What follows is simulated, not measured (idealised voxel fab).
The document below concerns the process module designated voxel local oxidation.
The cross-section on display is named cut; it measures 255 nm wide, and its cells are 5 nm squares.
This document writes a cross-section as a grid whose cells are square, and gives it as bands, listed from the top down; one or more rows of cells form a band. Band: top height; bottom height; in nm. Then, left to right: material with width in nm, for each material. "edge to edge": a single material spanning edge to edge. "air": empty space. The level at which height equals 0 is the one under which the wafer, as it arrives, is entirely one material. No lower edge exists for the bottom band, which continues downward and is notated as in "0..down". A width such as "30 to 40" changes by the same amount from each row of cells to the next, from the band's top row to its bottom row. "no modifications" (step): cross-section cells unchanged, all of them. Closed-off voids of 8+ cells (no open route to the top) go in "Completely enclosed voids", written width x height at distance from the left edge, in nm. On a step's line, text after the settings is the simulator commenting on that step. overlay nm: mask offset rightward from planned place, masked step; negative means leftward offset.

[The process steps that were planned are listed below]
1: RECEIVE with material Si
2: OXIDIZE with depth nm 5
3: CONFORMAL_DEP with material SiN, thk nm 10
4: PATTERN with tone cover, mask id ACTIVE, material resist, width nm 105, thk nm 20, overlay nm 0
5: DIRECTIONAL_ETCH with etch materials SiN, depth nm 10
6: STRIP with etch materials resist
7: SELECTIVE_ETCH with etch materials SiO2, depth nm 5
8: OXIDIZE with depth nm 10
9: STRIP with etch materials SiN

[The first wafer of two, processed as planned]

[Incoming wafer in cross-section (state: after step 1)]
0..down = Si edge to edge
Completely enclosed voids: none

[Once step 2 is through, the wafer looks like this in cross-section]
0..-5 = SiO2 edge to edge
Note: structure below -5 unchanged.

[Once step 3 is through, the wafer looks like this in cross-section]
10..0 = SiN edge to edge
Note: structure below 0 unchanged.

[Once step 4 is through, the wafer looks like this in cross-section]
30..10 = air 75; resist 105; air 75
Note: structure below 10 unchanged.

[Once step 5 is through, the wafer looks like this in cross-section]
30..10 = air 75; resist 105; air 75
10..0 = air 75; SiN 105; air 75
Note: structure below 0 unchanged.

[Once step 6 is through, the wafer looks like this in cross-section]
10..0 = air 75; SiN 105; air 75
Note: structure below 0 unchanged.

[Once step 7 is through, the wafer looks like this in cross-section]
10..0 = air 75; SiN 105; air 75
0..-5 = air 80; SiO2 95; air 80
Note: structure below -5 unchanged.

[Once step 8 is through, the wafer looks like this in cross-section]
10..0 = air 75; SiN 105; air 75
0..-5 = air 80; SiO2 95; air 80
-5..-15 = SiO2 90; Si 75; SiO2 90
Note: structure below -15 unchanged.

[Once step 9 is through, the wafer looks like this in cross-section]
0..-5 = air 80; SiO2 95; air 80
Note: structure below -5 unchanged.

[The second wafer was prepared from the same starting point and under the same plan as the first; its processing contained one mistake, and it remains indistinguishable from the first wafer up to and including step 3]

[Look at the second wafer in cross-section at the time step 4 ought to have finished]
30..10 = resist 75; air 105; resist 75
Note: structure below 10 unchanged.

[Look at the second wafer in cross-section at the time step 5 ought to have finished]
30..10 = resist 75; air 105; resist 75
10..0 = SiN 75; air 105; SiN 75
Note: structure below 0 unchanged.

[Look at the second wafer in cross-section at the time step 6 ought to have finished]
10..0 = SiN 75; air 105; SiN 75
Note: structure below 0 unchanged.

[Look at the second wafer in cross-section at the time step 7 ought to have finished]
10..0 = SiN 75; air 105; SiN 75
0..-5 = SiO2 70; air 115; SiO2 70
Note: structure below -5 unchanged.

[Look at the second wafer in cross-section at the time step 8 ought to have finished]
10..0 = SiN 75; air 105; SiN 75
0..-5 = SiO2 70; air 115; SiO2 70
-5..-15 = Si 60; SiO2 135; Si 60
Note: structure below -15 unchanged.

[Look at the second wafer in cross-section at the time step 9 ought to have finished]
0..-5 = SiO2 70; air 115; SiO2 70
Note: structure below -5 unchanged.
Deviation from plan: planned and actual differ for step 4; actual: PATTERN with tone open, mask id ACTIVE, material resist, width nm 105, thk nm 20, overlay nm 0
End of process, cell counts, second wafer against first, materials with more or fewer: Si: 18 more | SiO2: 9 fewer
